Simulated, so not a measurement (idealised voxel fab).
The process module that follows is named voxel ribs on slabs.
For reference, the cross-section in this document is cut, with width 300 nm and square cells of 5 nm.
For the purposes of this document, a cross-section shall be understood as a grid of square cells, specified as bands listed in top-to-bottom order, each band consisting of one or more rows of cells.
Per band: top height and bottom height in nm, followed by the left-to-right materials and their widths in nm; "full width" marks a single material spanning edge to edge, "air" marks empty space.
Height reference: 0 = level under which incoming wafer is all one material. Lowest band: no bottom, runs on downward, e.g. "top 0, no bottom".
The two numbers in a width such as "30->40" mark its ends across the band: the first belongs to the top row of cells, the second to the bottom row, and from each row to the next the width moves by the same amount.
Step note "nothing got changed" = no cross-section cell changed.
The list in "Trapped voids" covers empty spaces of 8 cells or more that cannot reach the top through any open way, and it gives each as width x height at distance; the distance is from the left edge, and width, height and distance are in nm.
Formally, on a step line, whatever follows the settings is a remark that the simulator itself makes on the step.
A step's line can hold "overlay nm"; with a mask on that step, the setting says how far right of the planned place the mask lay, while a negative setting says it lay to the left.
Steps in the process plan
| 1 | RECEIVE, material Si |
| 2 | DIRECTIONAL_DEP, material SiO2, thk nm 30 |
| 3 | DIRECTIONAL_DEP, material SiN, thk nm 25 |
| 4 | MASKED_ETCH, tone cover, mask id RIB, width nm 20, etch materials SiN, depth nm 20, overlay nm 0 |
| 5 | MASKED_ETCH, tone cover, mask id SLAB, width nm 60, etch materials SiN, depth nm 5, overlay nm 0 |
| 6 | FILL_DEP, material SiO2, thk nm 25 |
| 7 | CMP, height nm 75 |
| 8 | DIRECTIONAL_DEP, material W, thk nm 5 |
| 9 | MASKED_ETCH, tone cover, mask id HEATER, width nm 30, etch materials W, depth nm 5, overlay nm 0 |
| 10 | CONFORMAL_DEP, material SiO2, thk nm 5 |
The cross-section here shows the wafer as received, i.e. in its state after step 1
- top 0, no bottom = Si full width
- Trapped voids: none
Sectioned view, first of two wafers, at the close of the module, processed as intended in the plan
- top 85, bottom 80 = air=130  SiO2=40  air=130
- top 80, bottom 75 = SiO2=135  W=30  SiO2=135
- top 75, bottom 55 = SiO2 full width
- top 55, bottom 35 = SiO2=140  SiN=20  SiO2=140
- top 35, bottom 30 = SiO2=120  SiN=60  SiO2=120
- top 30, bottom 0 = SiO2 full width
- top 0, no bottom = Si full width
- Trapped voids: none
Cross-section at end of module for the second wafer of two, which matched the first in starting point and plan and differed by one mistake in its processing
- top 85, bottom 80 = air=130  SiO2=40  air=130
- top 80, bottom 75 = SiO2=135  W=30  SiO2=135
- top 75, bottom 65 = SiO2 full width
- top 65, bottom 45 = SiO2=140  SiN=20  SiO2=140
- top 45, bottom 40 = SiO2=120  SiN=60  SiO2=120
- top 40, bottom 0 = SiO2 full width
- top 0, no bottom = Si full width
- Trapped voids: none
what went wrong: step 2 changed vs plan, executed as DIRECTIONAL_DEP, material SiO2, thk nm 40
The two final wafers agree on how many cells each material fills and disagree on which cells those are.
